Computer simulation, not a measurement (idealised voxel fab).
process module | voxel capacitor over wiring
cross-section cut | 245 nm wide | cells 5 nm
A cross-section is a grid of square cells, given in bands from the top down. A band is one or more rows of cells.
Each band's line starts with the height of the band's top and of its bottom, in nm. Then come its materials from left to right, each with its width in nm. One material with "throughout" fills the band from edge to edge. "air" is empty space.
Height 0 is the level under which the wafer as received is all one material. The lowest band goes on downwards, as in "0 down".
A width such as "30 to 40" changes by the same amount from each row of cells to the next, from the band's top row to its bottom row.
"no change" after a step means that no cell of the cross-section changed.
closed voids: empty space of 8 cells or more with no open way to the top, each as width x height at its distance from the left edge, in nm
after a step's settings: what the simulator itself notes on the step
overlay nm, on a step with a mask: how far to the right of its planned place the mask lay; to the left if negative
plan
1 op RECEIVE | material Si
2 op CONFORMAL_DEP | material SiO2 | thk nm 15
3 op CONFORMAL_DEP | material SiN | thk nm 5
4 op DIRECTIONAL_DEP | material SiO2 | thk nm 20
5 op DIRECTIONAL_DEP | material aC | thk nm 10
6 op PATTERN | tone open | mask id METAL_1 | material resist | width nm 25 | pitch nm 90 | thk nm 25 | overlay nm 0
7 op DIRECTIONAL_ETCH | etch materials aC | depth nm 10
8 op STRIP | etch materials resist
9 op DIRECTIONAL_ETCH | etch materials SiO2 | depth nm 20
10 op DIRECTIONAL_ETCH | etch materials SiN | depth nm 5
11 op STRIP | etch materials aC
12 op CONFORMAL_DEP | material TiN | thk nm 5
13 op FILL_DEP | material W | thk nm 10
14 op CMP | height nm 40
15 op CONFORMAL_DEP | material SiCN | thk nm 5
16 op DIRECTIONAL_DEP | material lowk | thk nm 20
17 op MASKED_ETCH | tone open | mask id PLUG_1 | width nm 15 | etch materials lowk | depth nm 20 | overlay nm 0
18 op MASKED_ETCH | tone open | mask id PLUG_1 | width nm 15 | etch materials SiCN | depth nm 5 | overlay nm 0
19 op CONFORMAL_DEP | material TiN | thk nm 5
20 op FILL_DEP | material W | thk nm 5
21 op CMP | height nm 65
22 op DIRECTIONAL_DEP | material TiN | thk nm 10
23 op DIRECTIONAL_DEP | material HfO2 | thk nm 5
24 op DIRECTIONAL_DEP | material TiN | thk nm 10
25 op DIRECTIONAL_DEP | material aC | thk nm 15
26 op PATTERN | tone cover | mask id UPPER_PLATE | material resist | width nm 70 | thk nm 30 | overlay nm 0
27 op DIRECTIONAL_ETCH | etch materials aC | depth nm 15
28 op STRIP | etch materials resist
29 op DIRECTIONAL_ETCH | etch materials TiN | depth nm 10
30 op DIRECTIONAL_ETCH | etch materials HfO2 | depth nm 5
31 op STRIP | etch materials aC
32 op DIRECTIONAL_DEP | material aC | thk nm 15
33 op PATTERN | tone cover | mask id LOWER_PLATE | material resist | width nm 80 | thk nm 30 | overlay nm 0
34 op DIRECTIONAL_ETCH | etch materials aC | depth nm 15
35 op STRIP | etch materials resist
36 op DIRECTIONAL_ETCH | etch materials TiN | depth nm 10
37 op STRIP | etch materials aC
38 op FILL_DEP | material SiO2 | thk nm 15
39 op CMP | height nm 100
40 op DIRECTIONAL_DEP | material aC | thk nm 15
41 op PATTERN | tone open | mask id PLUG_2 | material resist | width nm 15 | thk nm 35 | overlay nm 0
42 op DIRECTIONAL_ETCH | etch materials aC | depth nm 15
43 op STRIP | etch materials resist
44 op DIRECTIONAL_ETCH | etch materials SiO2 | depth nm 10
45 op STRIP | etch materials aC
46 op CONFORMAL_DEP | material TiN | thk nm 5
47 op FILL_DEP | material Ru | thk nm 10
48 op CMP | height nm 100
49 op CONFORMAL_DEP | material SiN | thk nm 5
as received, after step 1
  0 down: Si throughout
  closed voids: none
first wafer at the end, as planned
  105 to 100: SiN throughout
  100 to 95: SiO2 85 | TiN 5 | Ru 5 | TiN 5 | SiO2 145
  95 to 90: SiO2 85 | TiN 15 | SiO2 145
  90 to 80: SiO2 75 | TiN 70 | SiO2 100
  80 to 75: SiO2 75 | HfO2 70 | SiO2 100
  75 to 65: SiO2 70 | TiN 80 | SiO2 95
  65 to 45: lowk 75 | TiN 5 | W 5 | TiN 5 | lowk 155
  45 to 40: SiCN 75 | TiN 15 | SiCN 155
  40 to 20: SiO2 65 | TiN 5 | W 15 | TiN 5 | SiO2 65 | TiN 5 | W 15 | TiN 5 | SiO2 65
  20 to 15: SiN 65 | TiN 25 | SiN 65 | TiN 25 | SiN 65
  15 to 0: SiO2 throughout
  0 down: Si throughout
  closed voids: none
second wafer at the end: like start, like plan, one mistake
  105 to 100: SiN throughout
  100 to 95: SiO2 85 | TiN 5 | Ru 5 | TiN 5 | SiO2 145
  95 to 90: SiO2 85 | TiN 15 | SiO2 145
  90 to 80: SiO2 75 | TiN 70 | SiO2 100
  80 to 75: SiO2 75 | HfO2 70 | SiO2 100
  75 to 65: SiO2 70 | TiN 80 | SiO2 95
  65 to 45: lowk 75 | TiN 5 | W 5 | TiN 5 | lowk 155
  45 to 40: SiCN 75 | TiN 15 | SiCN 155
  40 to 35: SiO2 65 | TiN 5 | W 15 | TiN 5 | SiO2 65 | TiN 5 | W 15 | TiN 5 | SiO2 65
  35 to 30: SiN 65 | TiN 25 | SiN 65 | TiN 25 | SiN 65
  30 to 0: SiO2 throughout
  0 down: Si throughout
  closed voids: none
what went wrong: step 2 was run twice
at the end the second wafer has, in cells: 30 more of SiO2 | 12 fewer of TiN | 18 fewer of W
